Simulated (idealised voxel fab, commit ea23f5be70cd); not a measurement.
Name of the process module below: voxel gate over fins
For reference, the cross-section in this document is cut, with width 180 nm and square cells of 5 nm.
Format of a cross-section: grid, square cells. Given as bands. Order: top down. Band: one or more rows of cells. Per band: top height and bottom height in nm, followed by the left-to-right materials and their widths in nm; "throughout" marks a single material spanning edge to edge, "empty" marks empty space. The level at which height equals 0 is the one under which the wafer, as it arrives, is entirely one material. No lower edge exists for the bottom band, which continues downward and is notated as in "z 0 and below". A two-number width, for instance "30->40", indicates that the width is equal to the first number in the top row of the band and to the second number in the bottom row, and that it changes by a constant amount per row of cells. Basically "nothing altered" means that step didn't change any cell in the cross-section. In "Sealed void list" the enclosed voids are listed, meaning empty spaces of 8 cells or larger without any opening to the top. The form is width x height at distance, distance from the left edge, units nm. Text after the settings on a step's line: the simulator's own remark on that step. Among the settings permitted on a step's line is "overlay nm"; applied to a step with a mask, it specifies the extent to which the mask lay to the right of its planned position, whereas a negative figure signifies a position to the left.
### Below is the list of planned process steps
- 1: RECEIVE | material Si
- 2: CONFORMAL_DEP | material SiN | thk nm 10
- 3: MASKED_ETCH | tone cover | mask id FINS | width nm 15 | pitch nm 60 | etch materials SiN | depth nm 10 | overlay nm 0
- 4: MASKED_ETCH | tone cover | mask id FINS | width nm 15 | pitch nm 60 | etch materials Si | depth nm 35 | overlay nm 0
- 5: FILL_DEP | material SiO2 | thk nm 15
- 6: CMP | height nm 10
- 7: MASKED_ETCH | tone open | mask id RAIL | width nm 15 | etch materials SiO2 | depth nm 40 | overlay nm 0
- 8: CONFORMAL_DEP | material TiN | thk nm 5
- 9: FILL_DEP | material W | thk nm 10
- 10: CMP | height nm 10
- 11: SELECTIVE_ETCH | etch materials W Ru TiN | depth nm 25
- 12: FILL_DEP | material SiO2 | thk nm 5
- 13: CMP | height nm 10
- 14: SELECTIVE_ETCH | etch materials SiO2 | depth nm 20
- 15: STRIP | etch materials SiN
- 16: CONFORMAL_DEP | material HfO2 | thk nm 5
- 17: CONFORMAL_DEP | material TiN | thk nm 5
- 18: FILL_DEP | material W | thk nm 10
- 19: CMP | height nm 15
- 20: CONFORMAL_DEP | material SiCN | thk nm 10
### As-received state of the wafer in cross-section, equivalent to post-step 1
	z 0 and below: Si throughout
	Sealed void list: none
### First wafer of two, sectioned at end of module; run went per plan
	z 25 to 15: SiCN throughout
	z 15 to 10: W throughout
	z 10 to 5: 40 nm W, 35 nm TiN, 25 nm W, 35 nm TiN, 45 nm W
	z 5 to 0: 40 nm W, 5 nm TiN, 25 nm HfO2, 5 nm TiN, 25 nm W, 5 nm TiN, 25 nm HfO2, 5 nm TiN, 45 nm W
	z 0 to -5: 45 nm TiN, 5 nm HfO2, 15 nm Si, 5 nm HfO2, 35 nm TiN, 5 nm HfO2, 15 nm Si, 5 nm HfO2, 50 nm TiN
	z -5 to -10: 50 nm HfO2, 15 nm Si, 45 nm HfO2, 15 nm Si, 55 nm HfO2
	z -10 to -15: 50 nm SiO2, 15 nm Si, 45 nm SiO2, 15 nm Si, 55 nm SiO2
	z -15 to -25: 50 nm SiO2, 15 nm Si, 15 nm SiO2, 5 nm TiN, 5 nm W, 5 nm TiN, 15 nm SiO2, 15 nm Si, 55 nm SiO2
	z -25 to -30: 50 nm SiO2, 15 nm Si, 15 nm SiO2, 15 nm TiN, 15 nm SiO2, 15 nm Si, 55 nm SiO2
	z -30 to -35: 50 nm SiO2, 15 nm Si, 45 nm SiO2, 15 nm Si, 55 nm SiO2
	z -35 and below: Si throughout
	Sealed void list: none
### Cross-sectional view of the second of two wafers upon completion of the module. This wafer shared its starting condition and process plan with the first; one error was made during its execution
	z 25 to 15: SiCN throughout
	z 15 to 10: W throughout
	z 10 to 5: 40 nm W, 35 nm TiN, 25 nm W, 35 nm TiN, 45 nm W
	z 5 to 0: 40 nm W, 5 nm TiN, 25 nm HfO2, 5 nm TiN, 25 nm W, 5 nm TiN, 25 nm HfO2, 5 nm TiN, 45 nm W
	z 0 to -5: 45 nm TiN, 5 nm HfO2, 15 nm Si, 5 nm HfO2, 35 nm TiN, 5 nm HfO2, 15 nm Si, 5 nm HfO2, 50 nm TiN
	z -5 to -10: 50 nm HfO2, 15 nm Si, 45 nm HfO2, 15 nm Si, 55 nm HfO2
	z -10 to -15: 50 nm SiO2, 15 nm Si, 45 nm SiO2, 15 nm Si, 55 nm SiO2
	z -15 to -25: 50 nm SiO2, 15 nm Si, 15 nm SiO2, 5 nm TiN, 5 nm W, 5 nm TiN, 15 nm SiO2, 15 nm Si, 55 nm SiO2
	z -25 to -30: 50 nm SiO2, 15 nm Si, 15 nm SiO2, 15 nm TiN, 15 nm SiO2, 15 nm Si, 55 nm SiO2
	z -30 to -70: 50 nm SiO2, 15 nm Si, 45 nm SiO2, 15 nm Si, 55 nm SiO2
	z -70 and below: Si throughout
	Sealed void list: none
Where did the run depart from the plan? step 4 of the plan was carried out twice
Final comparison by cell count, materials where the second wafer has more or fewer than the first: -210 Si | +210 SiO2
